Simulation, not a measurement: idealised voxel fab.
You're looking at the process module voxel ribs on slabs.
175 nm wide, 5 nm square cells: that's cross-section cut.
Cross-section layout: square cells on a grid; listed as bands, top to bottom; a band spans one or more cell rows. The band entry comprises the height of the band's top followed by the height of its bottom, expressed in nm, and subsequently the band's materials from left to right, each stated together with its width in nm. Where a single material is marked with the word "all across", that material fills the band from edge to edge. The word "air" represents empty space. Note: height 0 marks the level under which the wafer is uniformly one material as received. Lowest band unbounded below, written "z 0 and below". A width such as "30 to 40" changes by the same amount from each row of cells to the next, from the band's top row to its bottom row. Where a step carries "everything unchanged", the cross-section came out of it unchanged, cell for cell. The list in "Fully sealed cavities" covers empty spaces of 8 cells or more that cannot reach the top through any open way, and it gives each as width x height at distance; the distance is from the left edge, and width, height and distance are in nm. Note: text after step settings on the step line = simulator remark on that step. What "overlay nm" on a step's line means: if the step has a mask, that mask lay this far to the right of its planned place, or, when the value is negative, to the left.

The process steps that were planned are listed below
1: op RECEIVE | material Si
2: op DIRECTIONAL_DEP | material SiO2 | thk nm 20
3: op DIRECTIONAL_DEP | material SiN | thk nm 15
4: op MASKED_ETCH | tone cover | mask id RIB | width nm 25 | etch materials SiN | depth nm 5 | overlay nm 0
5: op MASKED_ETCH | tone cover | mask id SLAB | width nm 55 | etch materials SiN | depth nm 10 | overlay nm 0
6: op FILL_DEP | material SiO2 | thk nm 15
7: op CMP | height nm 45
8: op DIRECTIONAL_DEP | material W | thk nm 10
9: op PATTERN | tone cover | mask id HEATER | material resist | width nm 35 | thk nm 15 | overlay nm 0
10: op DIRECTIONAL_ETCH | etch materials W | depth nm 10
11: op STRIP | etch materials resist
12: op CONFORMAL_DEP | material SiN | thk nm 10

So, the first of our two wafers, run just as we planned it

As-received wafer cross-section (after step 1)
* z 0 and below: Si all across
* Fully sealed cavities: none

Cross-section of the wafer after step 2
* z 20 to 0: SiO2 all across
* Below 0, no change.

Cross-section of the wafer after step 3
* z 35 to 20: SiN all across
* Below 20, no change.

Cross-section of the wafer after step 4
* z 35 to 30: 75 of air, 25 of SiN, 75 of air
* Below 30, no change.

Cross-section of the wafer after step 5
* z 35 to 30: 75 of air, 25 of SiN, 75 of air
* z 30 to 20: 60 of air, 55 of SiN, 60 of air
* Below 20, no change.

Cross-section of the wafer after step 6
* z 50 to 35: SiO2 all across
* z 35 to 30: 75 of SiO2, 25 of SiN, 75 of SiO2
* z 30 to 20: 60 of SiO2, 55 of SiN, 60 of SiO2
* Below 20, no change.

Cross-section of the wafer after step 7
* z 45 to 35: SiO2 all across
* Below 35, no change.

Cross-section of the wafer after step 8
* z 55 to 45: W all across
* Below 45, no change.

Cross-section of the wafer after step 9
* z 70 to 55: 70 of air, 35 of resist, 70 of air
* Below 55, no change.

Cross-section of the wafer after step 10
* z 70 to 55: 70 of air, 35 of resist, 70 of air
* z 55 to 45: 70 of air, 35 of W, 70 of air
* Below 45, no change.

Cross-section of the wafer after step 11
* z 55 to 45: 70 of air, 35 of W, 70 of air
* Below 45, no change.

Cross-section of the wafer after step 12
* z 65 to 55: 60 of air, 55 of SiN, 60 of air
* z 55 to 45: 70 of SiN, 35 of W, 70 of SiN
* Below 45, no change.

Wafer two: like wafer one in start and plan, but with one mistake in execution; identical up to and including step 1

Cross-section of the second wafer when, according to plan, step 2 should have finished
* z 15 to 0: SiN all across
* Below 0, no change.

Cross-section of the second wafer when, according to plan, step 3 should have finished
* z 35 to 15: SiO2 all across
* Below 15, no change.

Cross-section of the second wafer when, according to plan, step 4 should have finished: everything unchanged

Cross-section of the second wafer when, according to plan, step 5 should have finished: everything unchanged

Cross-section of the second wafer when, according to plan, step 6 should have finished
* z 50 to 15: SiO2 all across
* Below 15, no change.

Cross-section of the second wafer when, according to plan, step 7 should have finished
* z 45 to 15: SiO2 all across
* Below 15, no change.

Cross-section of the second wafer when, according to plan, step 8 should have finished
* z 55 to 45: W all across
* Below 45, no change.

Cross-section of the second wafer when, according to plan, step 9 should have finished
* z 70 to 55: 70 of air, 35 of resist, 70 of air
* Below 55, no change.

Cross-section of the second wafer when, according to plan, step 10 should have finished
* z 70 to 55: 70 of air, 35 of resist, 70 of air
* z 55 to 45: 70 of air, 35 of W, 70 of air
* Below 45, no change.

Cross-section of the second wafer when, according to plan, step 11 should have finished
* z 55 to 45: 70 of air, 35 of W, 70 of air
* Below 45, no change.

Cross-section of the second wafer when, according to plan, step 12 should have finished
* z 65 to 55: 60 of air, 55 of SiN, 60 of air
* z 55 to 45: 70 of SiN, 35 of W, 70 of SiN
* Below 45, no change.
What was done differently from what was planned? mixed up steps 2 and 3 - ran each in the other's place
The second wafer ends with more or fewer cells of some materials than the first, per final count: +78 SiN | -78 SiO2
